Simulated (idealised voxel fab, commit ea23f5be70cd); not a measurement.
process module | voxel self aligned contacts
cross-section cut | 205 nm wide | cells 5 nm
A cross-section is a grid of square cells, given in bands from the top down. A band is one or more rows of cells.
Each band's line starts with the height of the band's top and of its bottom, in nm. Then come its materials from left to right, each with its width in nm. One material with "throughout" fills the band from edge to edge. "air" is empty space.
Height 0 is the level under which the wafer as received is all one material. The lowest band goes on downwards, as in "0 down".
A width such as "30 to 40" changes by the same amount from each row of cells to the next, from the band's top row to its bottom row.
"no change" after a step means that no cell of the cross-section changed.
closed voids: empty space of 8 cells or more with no open way to the top, each as width x height at its distance from the left edge, in nm
after a step's settings: what the simulator itself notes on the step
overlay nm, on a step with a mask: how far to the right of its planned place the mask lay; to the left if negative
plan
1 op RECEIVE | material Si
2 op CONFORMAL_DEP | material SiO2 | thk nm 5
3 op DIRECTIONAL_DEP | material polySi | thk nm 20
4 op DIRECTIONAL_DEP | material SiN | thk nm 15
5 op MASKED_ETCH | tone cover | mask id GATE | width nm 30 | pitch nm 65 | etch materials SiN | depth nm 15 | overlay nm 0
6 op MASKED_ETCH | tone cover | mask id GATE | width nm 30 | pitch nm 65 | etch materials polySi | depth nm 20 | overlay nm 0
7 op CONFORMAL_DEP | material SiN | thk nm 5
8 op DIRECTIONAL_ETCH | etch materials SiN | depth nm 5
9 op FILL_DEP | material SiO2 | thk nm 20
10 op CMP | height nm 50
11 op DIRECTIONAL_DEP | material aC | thk nm 10
12 op PATTERN | tone open | mask id CONTACT | material resist | width nm 45 | thk nm 25 | overlay nm 0
13 op DIRECTIONAL_ETCH | etch materials aC | depth nm 10
14 op STRIP | etch materials resist
15 op DIRECTIONAL_ETCH | etch materials SiO2 | depth nm 50
16 op STRIP | etch materials aC
17 op CONFORMAL_DEP | material TiN | thk nm 5
18 op FILL_DEP | material W | thk nm 10
19 op CMP | height nm 50
20 op CONFORMAL_DEP | material SiN | thk nm 5
first wafer, as planned
as received, after step 1
  0 down: Si throughout
  closed voids: none
after step 2
  5 to 0: SiO2 throughout
  below 0: unchanged
after step 3
  25 to 5: polySi throughout
  below 5: unchanged
after step 4
  40 to 25: SiN throughout
  below 25: unchanged
after step 5
  40 to 25: air 55 | SiN 30 | air 35 | SiN 30 | air 55
  below 25: unchanged
after step 6
  40 to 25: air 55 | SiN 30 | air 35 | SiN 30 | air 55
  25 to 5: air 55 | polySi 30 | air 35 | polySi 30 | air 55
  below 5: unchanged
after step 7
  45 to 25: air 50 | SiN 40 | air 25 | SiN 40 | air 50
  25 to 10: air 50 | SiN 5 | polySi 30 | SiN 5 | air 25 | SiN 5 | polySi 30 | SiN 5 | air 50
  10 to 5: SiN 55 | polySi 30 | SiN 35 | polySi 30 | SiN 55
  below 5: unchanged
after step 8
  40 to 25: air 50 | SiN 40 | air 25 | SiN 40 | air 50
  25 to 5: air 50 | SiN 5 | polySi 30 | SiN 5 | air 25 | SiN 5 | polySi 30 | SiN 5 | air 50
  below 5: unchanged
after step 9
  60 to 40: SiO2 throughout
  40 to 25: SiO2 50 | SiN 40 | SiO2 25 | SiN 40 | SiO2 50
  25 to 5: SiO2 50 | SiN 5 | polySi 30 | SiN 5 | SiO2 25 | SiN 5 | polySi 30 | SiN 5 | SiO2 50
  below 5: unchanged
after step 10
  50 to 40: SiO2 throughout
  below 40: unchanged
after step 11
  60 to 50: aC throughout
  below 50: unchanged
after step 12
  85 to 60: resist 80 | air 45 | resist 80
  below 60: unchanged
after step 13
  75 to 60: resist 80 | air 45 | resist 80
  60 to 50: aC 80 | air 45 | aC 80
  below 50: unchanged
after step 14
  60 to 50: aC 80 | air 45 | aC 80
  below 50: unchanged
after step 15
  60 to 50: aC 80 | air 45 | aC 80
  50 to 40: SiO2 80 | air 45 | SiO2 80
  40 to 25: SiO2 50 | SiN 40 | air 25 | SiN 40 | SiO2 50
  25 to 5: SiO2 50 | SiN 5 | polySi 30 | SiN 5 | air 25 | SiN 5 | polySi 30 | SiN 5 | SiO2 50
  5 to 0: SiO2 90 | air 25 | SiO2 90
  below 0: unchanged
after step 16
  50 to 40: SiO2 80 | air 45 | SiO2 80
  below 40: unchanged
after step 17
  55 to 50: TiN 85 | air 35 | TiN 85
  50 to 40: SiO2 80 | TiN 5 to 15 | air 35 to 15 | TiN 5 to 15 | SiO2 80
  40 to 25: SiO2 50 | SiN 40 | TiN 5 | air 15 | TiN 5 | SiN 40 | SiO2 50
  25 to 5: SiO2 50 | SiN 5 | polySi 30 | SiN 5 | TiN 5 | air 15 | TiN 5 | SiN 5 | polySi 30 | SiN 5 | SiO2 50
  5 to 0: SiO2 90 | TiN 25 | SiO2 90
  below 0: unchanged
after step 18
  65 to 55: W throughout
  55 to 50: TiN 85 | W 35 | TiN 85
  50 to 40: SiO2 80 | TiN 5 to 15 | W 35 to 15 | TiN 5 to 15 | SiO2 80
  40 to 25: SiO2 50 | SiN 40 | TiN 5 | W 15 | TiN 5 | SiN 40 | SiO2 50
  25 to 5: SiO2 50 | SiN 5 | polySi 30 | SiN 5 | TiN 5 | W 15 | TiN 5 | SiN 5 | polySi 30 | SiN 5 | SiO2 50
  below 5: unchanged
after step 19
  50 to 40: SiO2 80 | TiN 5 to 15 | W 35 to 15 | TiN 5 to 15 | SiO2 80
  below 40: unchanged
after step 20
  55 to 50: SiN throughout
  below 50: unchanged
second wafer: like start, like plan, one mistake. Through step 11 it matches the first wafer
when step 12 should have ended
  85 to 60: air 80 | resist 45 | air 80
  below 60: unchanged
when step 13 should have ended
  75 to 60: air 80 | resist 45 | air 80
  60 to 50: air 80 | aC 45 | air 80
  below 50: unchanged
when step 14 should have ended
  60 to 50: air 80 | aC 45 | air 80
  below 50: unchanged
when step 15 should have ended
  60 to 50: air 80 | aC 45 | air 80
  50 to 40: air 80 | SiO2 45 | air 80
  40 to 25: air 50 | SiN 40 | SiO2 25 | SiN 40 | air 50
  25 to 5: air 50 | SiN 5 | polySi 30 | SiN 5 | SiO2 25 | SiN 5 | polySi 30 | SiN 5 | air 50
  5 to 0: air 50 | SiO2 105 | air 50
  below 0: unchanged
when step 16 should have ended
  50 to 40: air 80 | SiO2 45 | air 80
  below 40: unchanged
when step 17 should have ended
  55 to 50: air 75 | TiN 55 | air 75
  50 to 40: air 75 to 45 | TiN 5 to 35 | SiO2 45 | TiN 5 to 35 | air 75 to 45
  40 to 25: air 45 | TiN 5 | SiN 40 | SiO2 25 | SiN 40 | TiN 5 | air 45
  25 to 5: air 45 | TiN 5 | SiN 5 | polySi 30 | SiN 5 | SiO2 25 | SiN 5 | polySi 30 | SiN 5 | TiN 5 | air 45
  5 to 0: TiN 50 | SiO2 105 | TiN 50
  below 0: unchanged
when step 18 should have ended
  65 to 55: W throughout
  55 to 50: W 75 | TiN 55 | W 75
  50 to 40: W 75 to 45 | TiN 5 to 35 | SiO2 45 | TiN 5 to 35 | W 75 to 45
  40 to 25: W 45 | TiN 5 | SiN 40 | SiO2 25 | SiN 40 | TiN 5 | W 45
  25 to 5: W 45 | TiN 5 | SiN 5 | polySi 30 | SiN 5 | SiO2 25 | SiN 5 | polySi 30 | SiN 5 | TiN 5 | W 45
  below 5: unchanged
when step 19 should have ended
  50 to 40: W 75 to 45 | TiN 5 to 35 | SiO2 45 | TiN 5 to 35 | W 75 to 45
  below 40: unchanged
when step 20 should have ended
  55 to 50: SiN throughout
  below 50: unchanged
what went wrong: step 12 ran as: op PATTERN | tone cover | mask id CONTACT | material resist | width nm 45 | thk nm 25 | overlay nm 0
at the end the second wafer has, in cells: 166 fewer of SiO2 | 23 more of TiN | 143 more of W
